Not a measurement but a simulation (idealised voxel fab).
process module | voxel gate over fins
cross-section cut | 275 nm wide | cells 5 nm
A cross-section is a grid of square cells, given in bands from the top down. A band is one or more rows of cells.
Each band's line starts with the height of the band's top and of its bottom, in nm. Then come its materials from left to right, each with its width in nm. One material with "throughout" fills the band from edge to edge. "air" is empty space.
Height 0 is the level under which the wafer as received is all one material. The lowest band goes on downwards, as in "0 down".
A width such as "30 to 40" changes by the same amount from each row of cells to the next, from the band's top row to its bottom row.
"no change" after a step means that no cell of the cross-section changed.
closed voids: empty space of 8 cells or more with no open way to the top, each as width x height at its distance from the left edge, in nm
after a step's settings: what the simulator itself notes on the step
overlay nm, on a step with a mask: how far to the right of its planned place the mask lay; to the left if negative
Each pair below shows a cross-section before one step and the cross-section after it, down to the lowest band that changed. The line under each pair gives the step between them, with its settings. The pairs can come from different runs of this module on the same starting wafer, so a pair continues from the pair above only where its "before" says so.
before
  0 down: Si throughout
  closed voids: none
after
  10 to 0: SiN throughout
  below 0: unchanged
  closed voids: none
the step between: op CONFORMAL_DEP | material SiN | thk nm 10
before: the cross-section after the pair above
after
  10 to 0: air 110 | SiN 15 | air 25 | SiN 15 | air 110
  below 0: unchanged
  closed voids: none
the step between: op MASKED_ETCH | tone cover | mask id FINS | width nm 15 | pitch nm 40 | etch materials SiN | depth nm 10 | overlay nm 0
before: the cross-section after the pair above
after
  10 to 0: air 110 | SiN 15 | air 25 | SiN 15 | air 110
  0 to -30: air 110 | Si 15 | air 25 | Si 15 | air 110
  below -30: unchanged
  closed voids: none
the step between: op MASKED_ETCH | tone cover | mask id FINS | width nm 15 | pitch nm 40 | etch materials Si | depth nm 30 | overlay nm 0
before: the cross-section after the pair above
after
  10 to 0: air 110 | SiN 15 | air 25 | SiN 15 | air 110
  0 to -30: air 110 | SiO2 5 | Si 5 | SiO2 5 | air 25 | SiO2 5 | Si 5 | SiO2 5 | air 110
  -30 to -35: SiO2 115 | Si 5 | SiO2 35 | Si 5 | SiO2 115
  below -35: unchanged
  closed voids: none
the step between: op OXIDIZE | depth nm 5
before: the cross-section after the pair above
after
  20 to 10: SiO2 throughout
  10 to 0: SiO2 110 | SiN 15 | SiO2 25 | SiN 15 | SiO2 110
  0 to -35: SiO2 115 | Si 5 | SiO2 35 | Si 5 | SiO2 115
  below -35: unchanged
  closed voids: none
the step between: op FILL_DEP | material SiO2 | thk nm 10
before: the cross-section after the pair above
after
  10 to 0: SiO2 110 | SiN 15 | SiO2 25 | SiN 15 | SiO2 110
  below 0: unchanged
  closed voids: none
the step between: op CMP | height nm 10
before: the cross-section after the pair above
after
  10 to 0: air 110 | SiN 15 | air 25 | SiN 15 | air 110
  0 to -15: air 115 | Si 5 | air 35 | Si 5 | air 115
  below -15: unchanged
  closed voids: none
the step between: op SELECTIVE_ETCH | etch materials SiO2 | depth nm 25
before: the cross-section after the pair above
after
  0 to -15: air 115 | Si 5 | air 35 | Si 5 | air 115
  below -15: unchanged
  closed voids: none
the step between: op STRIP | etch materials SiN
before: the cross-section after the pair above
after
  5 to 0: air 110 | HfO2 15 | air 25 | HfO2 15 | air 110
  0 to -10: air 110 | HfO2 5 | Si 5 | HfO2 5 | air 25 | HfO2 5 | Si 5 | HfO2 5 | air 110
  -10 to -15: HfO2 115 | Si 5 | HfO2 35 | Si 5 | HfO2 115
  below -15: unchanged
  closed voids: none
the step between: op CONFORMAL_DEP | material HfO2 | thk nm 5
before: the cross-section after the pair above
after
  10 to 5: air 105 | TiN 25 | air 15 | TiN 25 | air 105
  5 to 0: air 105 | TiN 5 | HfO2 15 | TiN 5 | air 15 | TiN 5 | HfO2 15 | TiN 5 | air 105
  0 to -5: air 105 | TiN 5 | HfO2 5 | Si 5 | HfO2 5 | TiN 5 | air 15 | TiN 5 | HfO2 5 | Si 5 | HfO2 5 | TiN 5 | air 105
  -5 to -10: TiN 110 | HfO2 5 | Si 5 | HfO2 5 | TiN 25 | HfO2 5 | Si 5 | HfO2 5 | TiN 110
  below -10: unchanged
  closed voids: none
the step between: op CONFORMAL_DEP | material TiN | thk nm 5
before: the cross-section after the pair above
after
  20 to 10: W throughout
  10 to 5: W 105 | TiN 25 | W 15 | TiN 25 | W 105
  5 to 0: W 105 | TiN 5 | HfO2 15 | TiN 5 | W 15 | TiN 5 | HfO2 15 | TiN 5 | W 105
  0 to -5: W 105 | TiN 5 | HfO2 5 | Si 5 | HfO2 5 | TiN 5 | W 15 | TiN 5 | HfO2 5 | Si 5 | HfO2 5 | TiN 5 | W 105
  below -5: unchanged
  closed voids: none
the step between: op FILL_DEP | material W | thk nm 10
before: the cross-section after the pair above
after
  15 to 10: W throughout
  below 10: unchanged
  closed voids: none
the step between: op CMP | height nm 15
before: the cross-section after the pair above
after
  25 to 15: SiCN throughout
  below 15: unchanged
  closed voids: none
the step between: op CONFORMAL_DEP | material SiCN | thk nm 10
before
  0 to -15: air 115 | Si 5 | air 35 | Si 5 | air 115
  -15 to -35: SiO2 115 | Si 5 | SiO2 35 | Si 5 | SiO2 115
  -35 down: Si throughout
  closed voids: none
after
  5 to 0: air 110 | TiN 15 | air 25 | TiN 15 | air 110
  0 to -10: air 110 | TiN 5 | Si 5 | TiN 5 | air 25 | TiN 5 | Si 5 | TiN 5 | air 110
  -10 to -15: TiN 115 | Si 5 | TiN 35 | Si 5 | TiN 115
  below -15: unchanged
  closed voids: none
the step between: op CONFORMAL_DEP | material TiN | thk nm 5
before: the cross-section after the pair above
after
  15 to 5: W throughout
  5 to 0: W 110 | TiN 15 | W 25 | TiN 15 | W 110
  0 to -10: W 110 | TiN 5 | Si 5 | TiN 5 | W 25 | TiN 5 | Si 5 | TiN 5 | W 110
  below -10: unchanged
  closed voids: none
the step between: op FILL_DEP | material W | thk nm 10
before: the cross-section after the pair above
after
  25 to 15: SiCN throughout
  below 15: unchanged
  closed voids: none
the step between: op CONFORMAL_DEP | material SiCN | thk nm 10
before
  10 to 0: air 110 | SiN 15 | air 25 | SiN 15 | air 110
  0 to -15: air 115 | Si 5 | air 35 | Si 5 | air 115
  -15 to -35: SiO2 115 | Si 5 | SiO2 35 | Si 5 | SiO2 115
  -35 down: Si throughout
  closed voids: none
after
  10 to 0: air 110 | SiN 15 | air 25 | SiN 15 | air 110
  0 to -35: air 115 | Si 5 | air 35 | Si 5 | air 115
  below -35: unchanged
  closed voids: none
the step between: op SELECTIVE_ETCH | etch materials SiO2 | depth nm 25
before: the cross-section after the pair above
after
  0 to -35: air 115 | Si 5 | air 35 | Si 5 | air 115
  below -35: unchanged
  closed voids: none
the step between: op STRIP | etch materials SiN
before: the cross-section after the pair above
after
  5 to 0: air 110 | HfO2 15 | air 25 | HfO2 15 | air 110
  0 to -30: air 110 | HfO2 5 | Si 5 | HfO2 5 | air 25 | HfO2 5 | Si 5 | HfO2 5 | air 110
  -30 to -35: HfO2 115 | Si 5 | HfO2 35 | Si 5 | HfO2 115
  below -35: unchanged
  closed voids: none
the step between: op CONFORMAL_DEP | material HfO2 | thk nm 5
before: the cross-section after the pair above
after
  10 to 5: air 105 | TiN 25 | air 15 | TiN 25 | air 105
  5 to 0: air 105 | TiN 5 | HfO2 15 | TiN 5 | air 15 | TiN 5 | HfO2 15 | TiN 5 | air 105
  0 to -25: air 105 | TiN 5 | HfO2 5 | Si 5 | HfO2 5 | TiN 5 | air 15 | TiN 5 | HfO2 5 | Si 5 | HfO2 5 | TiN 5 | air 105
  -25 to -30: TiN 110 | HfO2 5 | Si 5 | HfO2 5 | TiN 25 | HfO2 5 | Si 5 | HfO2 5 | TiN 110
  below -30: unchanged
  closed voids: none
the step between: op CONFORMAL_DEP | material TiN | thk nm 5
before: the cross-section after the pair above
after
  20 to 10: W throughout
  10 to 5: W 105 | TiN 25 | W 15 | TiN 25 | W 105
  5 to 0: W 105 | TiN 5 | HfO2 15 | TiN 5 | W 15 | TiN 5 | HfO2 15 | TiN 5 | W 105
  0 to -25: W 105 | TiN 5 | HfO2 5 | Si 5 | HfO2 5 | TiN 5 | W 15 | TiN 5 | HfO2 5 | Si 5 | HfO2 5 | TiN 5 | W 105
  below -25: unchanged
  closed voids: none
the step between: op FILL_DEP | material W | thk nm 10
before: the cross-section after the pair above
after
  15 to 10: W throughout
  below 10: unchanged
  closed voids: none
the step between: op CMP | height nm 15
before: the cross-section after the pair above
after
  25 to 15: SiCN throughout
  below 15: unchanged
  closed voids: none
the step between: op CONFORMAL_DEP | material SiCN | thk nm 10
before
  5 to 0: air 110 | TiN 15 | air 25 | TiN 15 | air 110
  0 to -10: air 110 | TiN 5 | Si 5 | TiN 5 | air 25 | TiN 5 | Si 5 | TiN 5 | air 110
  -10 to -15: TiN 115 | Si 5 | TiN 35 | Si 5 | TiN 115
  -15 to -35: SiO2 115 | Si 5 | SiO2 35 | Si 5 | SiO2 115
  -35 down: Si throughout
  closed voids: none
after
  10 to 5: air 105 | HfO2 25 | air 15 | HfO2 25 | air 105
  5 to 0: air 105 | HfO2 5 | TiN 15 | HfO2 5 | air 15 | HfO2 5 | TiN 15 | HfO2 5 | air 105
  0 to -5: air 105 | HfO2 5 | TiN 5 | Si 5 | TiN 5 | HfO2 5 | air 15 | HfO2 5 | TiN 5 | Si 5 | TiN 5 | HfO2 5 | air 105
  -5 to -10: HfO2 110 | TiN 5 | Si 5 | TiN 5 | HfO2 25 | TiN 5 | Si 5 | TiN 5 | HfO2 110
  below -10: unchanged
  closed voids: none
the step between: op CONFORMAL_DEP | material HfO2 | thk nm 5
before: the cross-section after the pair above
after
  20 to 10: W throughout
  10 to 5: W 105 | HfO2 25 | W 15 | HfO2 25 | W 105
  5 to 0: W 105 | HfO2 5 | TiN 15 | HfO2 5 | W 15 | HfO2 5 | TiN 15 | HfO2 5 | W 105
  0 to -5: W 105 | HfO2 5 | TiN 5 | Si 5 | TiN 5 | HfO2 5 | W 15 | HfO2 5 | TiN 5 | Si 5 | TiN 5 | HfO2 5 | W 105
  below -5: unchanged
  closed voids: none
the step between: op FILL_DEP | material W | thk nm 10
before: the cross-section after the pair above
after
  15 to 10: W throughout
  below 10: unchanged
  closed voids: none
the step between: op CMP | height nm 15
before: the cross-section after the pair above
after
  25 to 15: SiCN throughout
  below 15: unchanged
  closed voids: none
the step between: op CONFORMAL_DEP | material SiCN | thk nm 10
before
  10 to 0: air 110 | SiN 15 | air 25 | SiN 15 | air 110
  0 down: Si throughout
  closed voids: none
after
  10 to 0: air 110 | SiN 15 | air 25 | SiN 15 | air 110
  0 to -20: air 110 | Si 15 | air 25 | Si 15 | air 110
  below -20: unchanged
  closed voids: none
the step between: op MASKED_ETCH | tone cover | mask id FINS | width nm 15 | pitch nm 40 | etch materials Si | depth nm 20 | overlay nm 0
before: the cross-section after the pair above
after
  10 to 0: air 110 | SiN 15 | air 25 | SiN 15 | air 110
  0 to -20: air 110 | SiO2 5 | Si 5 | SiO2 5 | air 25 | SiO2 5 | Si 5 | SiO2 5 | air 110
  -20 to -25: SiO2 115 | Si 5 | SiO2 35 | Si 5 | SiO2 115
  below -25: unchanged
  closed voids: none
the step between: op OXIDIZE | depth nm 5
before: the cross-section after the pair above
after
  20 to 10: SiO2 throughout
  10 to 0: SiO2 110 | SiN 15 | SiO2 25 | SiN 15 | SiO2 110
  0 to -25: SiO2 115 | Si 5 | SiO2 35 | Si 5 | SiO2 115
  below -25: unchanged
  closed voids: none
the step between: op FILL_DEP | material SiO2 | thk nm 10
before: the cross-section after the pair above
after
  10 to 0: SiO2 110 | SiN 15 | SiO2 25 | SiN 15 | SiO2 110
  below 0: unchanged
  closed voids: none
the step between: op CMP | height nm 10
before: the cross-section after the pair above
after
  10 to 0: air 110 | SiN 15 | air 25 | SiN 15 | air 110
  0 to -15: air 115 | Si 5 | air 35 | Si 5 | air 115
  below -15: unchanged
  closed voids: none
the step between: op SELECTIVE_ETCH | etch materials SiO2 | depth nm 25
before: the cross-section after the pair above
after
  0 to -15: air 115 | Si 5 | air 35 | Si 5 | air 115
  below -15: unchanged
  closed voids: none
the step between: op STRIP | etch materials SiN
before: the cross-section after the pair above
after
  5 to 0: air 110 | HfO2 15 | air 25 | HfO2 15 | air 110
  0 to -10: air 110 | HfO2 5 | Si 5 | HfO2 5 | air 25 | HfO2 5 | Si 5 | HfO2 5 | air 110
  -10 to -15: HfO2 115 | Si 5 | HfO2 35 | Si 5 | HfO2 115
  below -15: unchanged
  closed voids: none
the step between: op CONFORMAL_DEP | material HfO2 | thk nm 5
before: the cross-section after the pair above
after
  10 to 5: air 105 | TiN 25 | air 15 | TiN 25 | air 105
  5 to 0: air 105 | TiN 5 | HfO2 15 | TiN 5 | air 15 | TiN 5 | HfO2 15 | TiN 5 | air 105
  0 to -5: air 105 | TiN 5 | HfO2 5 | Si 5 | HfO2 5 | TiN 5 | air 15 | TiN 5 | HfO2 5 | Si 5 | HfO2 5 | TiN 5 | air 105
  -5 to -10: TiN 110 | HfO2 5 | Si 5 | HfO2 5 | TiN 25 | HfO2 5 | Si 5 | HfO2 5 | TiN 110
  below -10: unchanged
  closed voids: none
the step between: op CONFORMAL_DEP | material TiN | thk nm 5
before: the cross-section after the pair above
after
  20 to 10: W throughout
  10 to 5: W 105 | TiN 25 | W 15 | TiN 25 | W 105
  5 to 0: W 105 | TiN 5 | HfO2 15 | TiN 5 | W 15 | TiN 5 | HfO2 15 | TiN 5 | W 105
  0 to -5: W 105 | TiN 5 | HfO2 5 | Si 5 | HfO2 5 | TiN 5 | W 15 | TiN 5 | HfO2 5 | Si 5 | HfO2 5 | TiN 5 | W 105
  below -5: unchanged
  closed voids: none
the step between: op FILL_DEP | material W | thk nm 10
before: the cross-section after the pair above
after
  15 to 10: W throughout
  below 10: unchanged
  closed voids: none
the step between: op CMP | height nm 15
before: the cross-section after the pair above
after
  25 to 15: SiCN throughout
  below 15: unchanged
  closed voids: none
the step between: op CONFORMAL_DEP | material SiCN | thk nm 10
before
  10 to 0: SiN throughout
  0 down: Si throughout
  closed voids: none
after
  10 to 0: air 105 | SiN 25 | air 15 | SiN 25 | air 105
  below 0: unchanged
  closed voids: none
the step between: op MASKED_ETCH | tone cover | mask id FINS | width nm 25 | pitch nm 40 | etch materials SiN | depth nm 10 | overlay nm 0
before: the cross-section after the pair above
after
  10 to 0: air 105 | SiN 25 | air 15 | SiN 25 | air 105
  0 to -30: air 105 | Si 25 | air 15 | Si 25 | air 105
  below -30: unchanged
  closed voids: none
the step between: op MASKED_ETCH | tone cover | mask id FINS | width nm 15 | pitch nm 40 | etch materials Si | depth nm 30 | overlay nm 0
before: the cross-section after the pair above
after
  10 to 0: air 105 | SiN 25 | air 15 | SiN 25 | air 105
  0 to -30: air 105 | SiO2 5 | Si 15 | SiO2 5 | air 15 | SiO2 5 | Si 15 | SiO2 5 | air 105
  -30 to -35: SiO2 110 | Si 15 | SiO2 25 | Si 15 | SiO2 110
  below -35: unchanged
  closed voids: none
the step between: op OXIDIZE | depth nm 5
before: the cross-section after the pair above
after
  20 to 10: SiO2 throughout
  10 to 0: SiO2 105 | SiN 25 | SiO2 15 | SiN 25 | SiO2 105
  0 to -35: SiO2 110 | Si 15 | SiO2 25 | Si 15 | SiO2 110
  below -35: unchanged
  closed voids: none
the step between: op FILL_DEP | material SiO2 | thk nm 10
before: the cross-section after the pair above
after
  10 to 0: SiO2 105 | SiN 25 | SiO2 15 | SiN 25 | SiO2 105
  below 0: unchanged
  closed voids: none
the step between: op CMP | height nm 10
before: the cross-section after the pair above
after
  10 to 0: air 105 | SiN 25 | air 15 | SiN 25 | air 105
  0 to -15: air 110 | Si 15 | air 25 | Si 15 | air 110
  below -15: unchanged
  closed voids: none
the step between: op SELECTIVE_ETCH | etch materials SiO2 | depth nm 25
before: the cross-section after the pair above
after
  0 to -15: air 110 | Si 15 | air 25 | Si 15 | air 110
  below -15: unchanged
  closed voids: none
the step between: op STRIP | etch materials SiN
before: the cross-section after the pair above
after
  5 to 0: air 105 | HfO2 25 | air 15 | HfO2 25 | air 105
  0 to -10: air 105 | HfO2 5 | Si 15 | HfO2 5 | air 15 | HfO2 5 | Si 15 | HfO2 5 | air 105
  -10 to -15: HfO2 110 | Si 15 | HfO2 25 | Si 15 | HfO2 110
  below -15: unchanged
  closed voids: none
the step between: op CONFORMAL_DEP | material HfO2 | thk nm 5
before: the cross-section after the pair above
after
  10 to 5: air 100 | TiN 35 | air 5 | TiN 35 | air 100
  5 to 0: air 100 | TiN 5 | HfO2 25 | TiN 5 | air 5 | TiN 5 | HfO2 25 | TiN 5 | air 100
  0 to -5: air 100 | TiN 5 | HfO2 5 | Si 15 | HfO2 5 | TiN 5 | air 5 | TiN 5 | HfO2 5 | Si 15 | HfO2 5 | TiN 5 | air 100
  -5 to -10: TiN 105 | HfO2 5 | Si 15 | HfO2 5 | TiN 15 | HfO2 5 | Si 15 | HfO2 5 | TiN 105
  below -10: unchanged
  closed voids: none
the step between: op CONFORMAL_DEP | material TiN | thk nm 5
before: the cross-section after the pair above
after
  20 to 10: W throughout
  10 to 5: W 100 | TiN 35 | W 5 | TiN 35 | W 100
  5 to 0: W 100 | TiN 5 | HfO2 25 | TiN 5 | W 5 | TiN 5 | HfO2 25 | TiN 5 | W 100
  0 to -5: W 100 | TiN 5 | HfO2 5 | Si 15 | HfO2 5 | TiN 5 | W 5 | TiN 5 | HfO2 5 | Si 15 | HfO2 5 | TiN 5 | W 100
  below -5: unchanged
  closed voids: none
the step between: op FILL_DEP | material W | thk nm 10
before: the cross-section after the pair above
after
  15 to 10: W throughout
  below 10: unchanged
  closed voids: none
the step between: op CMP | height nm 15
before: the cross-section after the pair above
after
  25 to 15: SiCN throughout
  below 15: unchanged
  closed voids: none
the step between: op CONFORMAL_DEP | material SiCN | thk nm 10
before
  10 to 0: SiN throughout
  0 down: Si throughout
  closed voids: none
after
  10 to 0: air 115 | SiN 15 | air 25 | SiN 15 | air 105
  below 0: unchanged
  closed voids: none
the step between: op MASKED_ETCH | tone cover | mask id FINS | width nm 15 | pitch nm 40 | etch materials SiN | depth nm 10 | overlay nm 5
before: the cross-section after the pair above
after
  10 to 0: air 115 | SiN 15 | air 25 | SiN 15 | air 105
  0 to -30: air 110 | Si 20 | air 20 | Si 20 | air 105
  below -30: unchanged
  closed voids: none
the step between: op MASKED_ETCH | tone cover | mask id FINS | width nm 15 | pitch nm 40 | etch materials Si | depth nm 30 | overlay nm 0
before: the cross-section after the pair above
after
  10 to 0: air 115 | SiN 15 | air 25 | SiN 15 | air 105
  0 to -5: air 110 | SiO2 10 | Si 5 | SiO2 5 | air 20 | SiO2 10 | Si 5 | SiO2 5 | air 105
  -5 to -30: air 110 | SiO2 5 | Si 10 | SiO2 5 | air 20 | SiO2 5 | Si 10 | SiO2 5 | air 105
  -30 to -35: SiO2 115 | Si 10 | SiO2 30 | Si 10 | SiO2 110
  below -35: unchanged
  closed voids: none
the step between: op OXIDIZE | depth nm 5
before: the cross-section after the pair above
after
  20 to 10: SiO2 throughout
  10 to 0: SiO2 115 | SiN 15 | SiO2 25 | SiN 15 | SiO2 105
  0 to -5: SiO2 120 | Si 5 | SiO2 35 | Si 5 | SiO2 110
  -5 to -35: SiO2 115 | Si 10 | SiO2 30 | Si 10 | SiO2 110
  below -35: unchanged
  closed voids: none
the step between: op FILL_DEP | material SiO2 | thk nm 10
before: the cross-section after the pair above
after
  10 to 0: SiO2 115 | SiN 15 | SiO2 25 | SiN 15 | SiO2 105
  below 0: unchanged
  closed voids: none
the step between: op CMP | height nm 10
before: the cross-section after the pair above
after
  10 to 0: air 115 | SiN 15 | air 25 | SiN 15 | air 105
  0 to -5: air 120 | Si 5 | air 35 | Si 5 | air 110
  -5 to -15: air 115 | Si 10 | air 30 | Si 10 | air 110
  below -15: unchanged
  closed voids: none
the step between: op SELECTIVE_ETCH | etch materials SiO2 | depth nm 25
before: the cross-section after the pair above
after
  0 to -5: air 120 | Si 5 | air 35 | Si 5 | air 110
  below -5: unchanged
  closed voids: none
the step between: op STRIP | etch materials SiN
before: the cross-section after the pair above
after
  5 to 0: air 115 | HfO2 15 | air 25 | HfO2 15 | air 105
  0 to -10: air 110 | HfO2 10 to 5 | Si 5 to 10 | HfO2 5 | air 20 | HfO2 10 to 5 | Si 5 to 10 | HfO2 5 | air 105
  -10 to -15: HfO2 115 | Si 10 | HfO2 30 | Si 10 | HfO2 110
  below -15: unchanged
  closed voids: none
the step between: op CONFORMAL_DEP | material HfO2 | thk nm 5
before: the cross-section after the pair above
after
  10 to 5: air 110 | TiN 25 | air 15 | TiN 25 | air 100
  5 to 0: air 105 | TiN 10 | HfO2 15 | TiN 5 | air 10 | TiN 10 | HfO2 15 | TiN 5 | air 100
  0 to -5: air 105 | TiN 5 | HfO2 10 | Si 5 | HfO2 5 | TiN 5 | air 10 | TiN 5 | HfO2 10 | Si 5 | HfO2 5 | TiN 5 | air 100
  -5 to -10: TiN 110 | HfO2 5 | Si 10 | HfO2 5 | TiN 20 | HfO2 5 | Si 10 | HfO2 5 | TiN 105
  below -10: unchanged
  closed voids: none
the step between: op CONFORMAL_DEP | material TiN | thk nm 5
before: the cross-section after the pair above
after
  20 to 10: W throughout
  10 to 5: W 110 | TiN 25 | W 15 | TiN 25 | W 100
  5 to 0: W 105 | TiN 10 | HfO2 15 | TiN 5 | W 10 | TiN 10 | HfO2 15 | TiN 5 | W 100
  0 to -5: W 105 | TiN 5 | HfO2 10 | Si 5 | HfO2 5 | TiN 5 | W 10 | TiN 5 | HfO2 10 | Si 5 | HfO2 5 | TiN 5 | W 100
  below -5: unchanged
  closed voids: none
the step between: op FILL_DEP | material W | thk nm 10
before: the cross-section after the pair above
after
  15 to 10: W throughout
  below 10: unchanged
  closed voids: none
the step between: op CMP | height nm 15
before: the cross-section after the pair above
after
  25 to 15: SiCN throughout
  below 15: unchanged
  closed voids: none
the step between: op CONFORMAL_DEP | material SiCN | thk nm 10
before
  15 to 10: W throughout
  10 to 5: W 105 | TiN 25 | W 15 | TiN 25 | W 105
  5 to 0: W 105 | TiN 5 | HfO2 15 | TiN 5 | W 15 | TiN 5 | HfO2 15 | TiN 5 | W 105
  0 to -5: W 105 | TiN 5 | HfO2 5 | Si 5 | HfO2 5 | TiN 5 | W 15 | TiN 5 | HfO2 5 | Si 5 | HfO2 5 | TiN 5 | W 105
  -5 to -10: TiN 110 | HfO2 5 | Si 5 | HfO2 5 | TiN 25 | HfO2 5 | Si 5 | HfO2 5 | TiN 110
  -10 to -15: HfO2 115 | Si 5 | HfO2 35 | Si 5 | HfO2 115
  -15 to -35: SiO2 115 | Si 5 | SiO2 35 | Si 5 | SiO2 115
  -35 down: Si throughout
  closed voids: none
after
  25 to 15: HfO2 throughout
  below 15: unchanged
  closed voids: none
the step between: op CONFORMAL_DEP | material HfO2 | thk nm 10
before
  10 to 0: SiN throughout
  0 down: Si throughout
  closed voids: none
after
  10 to 0: SiN 110 | air 15 | SiN 25 | air 15 | SiN 110
  below 0: unchanged
  closed voids: none
the step between: op MASKED_ETCH | tone open | mask id FINS | width nm 15 | pitch nm 40 | etch materials SiN | depth nm 10 | overlay nm 0
before: the cross-section after the pair above
after
  10 to 0: SiN 110 | air 15 | SiN 25 | air 15 | SiN 110
  0 to -5: Si 105 | SiO2 25 | Si 15 | SiO2 25 | Si 105
  below -5: unchanged
  closed voids: none
the step between: op OXIDIZE | depth nm 5
before: the cross-section after the pair above
after
  20 to 10: SiO2 throughout
  10 to 0: SiN 110 | SiO2 15 | SiN 25 | SiO2 15 | SiN 110
  below 0: unchanged
  closed voids: none
the step between: op FILL_DEP | material SiO2 | thk nm 10
before: the cross-section after the pair above
after
  10 to 0: SiN 110 | SiO2 15 | SiN 25 | SiO2 15 | SiN 110
  below 0: unchanged
  closed voids: none
the step between: op CMP | height nm 10
before: the cross-section after the pair above
after
  10 to 0: SiN 110 | air 15 | SiN 25 | air 15 | SiN 110
  0 to -5: Si 105 | air 25 | Si 15 | air 25 | Si 105
  below -5: unchanged
  closed voids: none
the step between: op SELECTIVE_ETCH | etch materials SiO2 | depth nm 25
before: the cross-section after the pair above
after
  0 to -5: Si 105 | air 25 | Si 15 | air 25 | Si 105
  below -5: unchanged
  closed voids: none
the step between: op STRIP | etch materials SiN
before: the cross-section after the pair above
after
  5 to 0: HfO2 110 | air 15 | HfO2 25 | air 15 | HfO2 110
  0 to -5: Si 105 | HfO2 25 | Si 15 | HfO2 25 | Si 105
  below -5: unchanged
  closed voids: none
the step between: op CONFORMAL_DEP | material HfO2 | thk nm 5
before: the cross-section after the pair above
after
  10 to 5: TiN 115 | air 5 | TiN 35 | air 5 | TiN 115
  5 to 0: HfO2 110 | TiN 15 | HfO2 25 | TiN 15 | HfO2 110
  below 0: unchanged
  closed voids: none
the step between: op CONFORMAL_DEP | material TiN | thk nm 5
before: the cross-section after the pair above
after
  20 to 10: W throughout
  10 to 5: TiN 115 | W 5 | TiN 35 | W 5 | TiN 115
  below 5: unchanged
  closed voids: none
the step between: op FILL_DEP | material W | thk nm 10
before: the cross-section after the pair above
after
  15 to 10: W throughout
  below 10: unchanged
  closed voids: none
the step between: op CMP | height nm 15
before: the cross-section after the pair above
after
  25 to 15: SiCN throughout
  below 15: unchanged
  closed voids: none
the step between: op CONFORMAL_DEP | material SiCN | thk nm 10
